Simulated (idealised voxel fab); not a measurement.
Process module, titled voxel capacitor over wiring
Cross-section cut spans 190 nm and uses square cells 5 nm in size.
Cross-section, as written here: a square-cell grid given band by band from the top down, where a band holds one or more rows of cells.
Top, bottom (nm), then materials left to right with widths (nm); lone material tagged "everywhere" fills the whole band edge to edge; "blank" = empty space.
Height 0 is the level under which the wafer as received is all one material. The lowest band goes on downwards, as in "0 -> down".
When a width is written as two numbers, as in "30->40", the first number is the width in the top row of cells of the band and the second is the width in its bottom row, and the width changes by the same amount from each row to the next.
"no modification" means the step left every cell of the cross-section as it was.
Listed in "Closed void list": every empty space of 8 or more cells without an open way to the top. Form: width x height at distance, the distance being from the left edge, all in nm.
If you see something after the settings on a step's line, that's the simulator's own remark about that step.
overlay nm, on a step with a mask: how far to the right of its planned place the mask lay; to the left if negative

**Intended process steps**
1) op RECEIVE | material Si
2) op CONFORMAL_DEP | material SiO2 | thk nm 10
3) op CONFORMAL_DEP | material SiN | thk nm 5
4) op DIRECTIONAL_DEP | material SiO2 | thk nm 15
5) op DIRECTIONAL_DEP | material aC | thk nm 10
6) op PATTERN | tone open | mask id METAL_1 | material resist | width nm 30 | pitch nm 80 | thk nm 30 | overlay nm 0
7) op DIRECTIONAL_ETCH | etch materials aC | depth nm 10
8) op STRIP | etch materials resist
9) op DIRECTIONAL_ETCH | etch materials SiO2 | depth nm 15
10) op DIRECTIONAL_ETCH | etch materials SiN | depth nm 5
11) op STRIP | etch materials aC
12) op CONFORMAL_DEP | material TiN | thk nm 5
13) op FILL_DEP | material Ru | thk nm 10
14) op CMP | height nm 30
15) op EPI | material Ru | thk nm 5
16) op FILL_DEP | material SiCN | thk nm 5
17) op DIRECTIONAL_DEP | material SiO2 | thk nm 10
18) op MASKED_ETCH | tone open | mask id PLUG_1 | width nm 15 | etch materials SiO2 | depth nm 10 | overlay nm 0
19) op MASKED_ETCH | tone open | mask id PLUG_1 | width nm 15 | etch materials SiCN | depth nm 5 | overlay nm 0
20) op CONFORMAL_DEP | material TiN | thk nm 5
21) op FILL_DEP | material Cu | thk nm 5
22) op CMP | height nm 50
23) op DIRECTIONAL_DEP | material TiN | thk nm 5
24) op DIRECTIONAL_DEP | material HfO2 | thk nm 5
25) op DIRECTIONAL_DEP | material TiN | thk nm 10
26) op DIRECTIONAL_DEP | material aC | thk nm 15
27) op PATTERN | tone cover | mask id UPPER_PLATE | material resist | width nm 55 | thk nm 30 | overlay nm 0
28) op DIRECTIONAL_ETCH | etch materials aC | depth nm 15
29) op STRIP | etch materials resist
30) op DIRECTIONAL_ETCH | etch materials TiN | depth nm 10
31) op DIRECTIONAL_ETCH | etch materials HfO2 | depth nm 5
32) op STRIP | etch materials aC
33) op PATTERN | tone cover | mask id LOWER_PLATE | material resist | width nm 65 | thk nm 15 | overlay nm 0
34) op DIRECTIONAL_ETCH | etch materials TiN | depth nm 5
35) op STRIP | etch materials resist
36) op FILL_DEP | material SiO2 | thk nm 20
37) op CMP | height nm 85
38) op MASKED_ETCH | tone open | mask id PLUG_2 | width nm 15 | etch materials SiO2 | depth nm 15 | overlay nm 0
39) op CONFORMAL_DEP | material TiN | thk nm 5
40) op FILL_DEP | material W | thk nm 5
41) op CMP | height nm 85
42) op CONFORMAL_DEP | material SiCN | thk nm 5

**Cross-sectional view of the wafer in its as-received condition, corresponding to the state after step 1**
	0 -> down: Si everywhere
	Closed void list: none

**First wafer of two, sectioned at end of module; run went per plan**
	90 -> 85: SiCN everywhere
	85 -> 75: SiO2 65 | TiN 5 | W 5 | TiN 5 | SiO2 110
	75 -> 70: SiO2 65 | TiN 15 | SiO2 110
	70 -> 60: SiO2 55 | TiN 55 | SiO2 80
	60 -> 55: SiO2 55 | HfO2 55 | SiO2 80
	55 -> 50: SiO2 50 | TiN 65 | SiO2 75
	50 -> 40: SiO2 55 | TiN 5 | Cu 5 | TiN 5 | SiO2 120
	40 -> 35: SiCN 55 | TiN 15 | SiCN 120
	35 -> 30: SiCN 35 | Ru 40 | SiCN 40 | Ru 40 | SiCN 35
	30 -> 15: SiO2 40 | TiN 5 | Ru 20 | TiN 5 | SiO2 50 | TiN 5 | Ru 20 | TiN 5 | SiO2 40
	15 -> 10: SiN 40 | TiN 30 | SiN 50 | TiN 30 | SiN 40
	10 -> 0: SiO2 everywhere
	0 -> down: Si everywhere
	Closed void list: none

**Now the second wafer, cross-sectioned at the end of the module. Nothing different at the start, nothing different in the plan compared with the first, just one mistake when it was actually run**
	90 -> 85: SiCN everywhere
	85 -> 75: SiO2 65 | TiN 5 | W 5 | TiN 5 | SiO2 110
	75 -> 70: SiO2 65 | TiN 15 | SiO2 110
	70 -> 60: SiO2 55 | TiN 55 | SiO2 80
	60 -> 55: SiO2 55 | HfO2 55 | SiO2 80
	55 -> 50: SiO2 50 | TiN 65 | SiO2 75
	50 -> 40: SiO2 55 | TiN 5 | Cu 5 | TiN 5 | SiO2 120
	40 -> 35: SiCN 55 | TiN 15 | SiCN 120
	35 -> 15: Ru everywhere
	15 -> 10: SiN everywhere
	10 -> 0: SiO2 everywhere
	0 -> down: Si everywhere
	Closed void list: none
Which mistake was made when the wafer was run? step 4 ran as: op DIRECTIONAL_DEP | material Ru | thk nm 15
Counted in cells at the end, the second wafer holds more or fewer of these materials than the first: +112 Ru, -22 SiCN, +12 SiN, -78 SiO2, -24 TiN
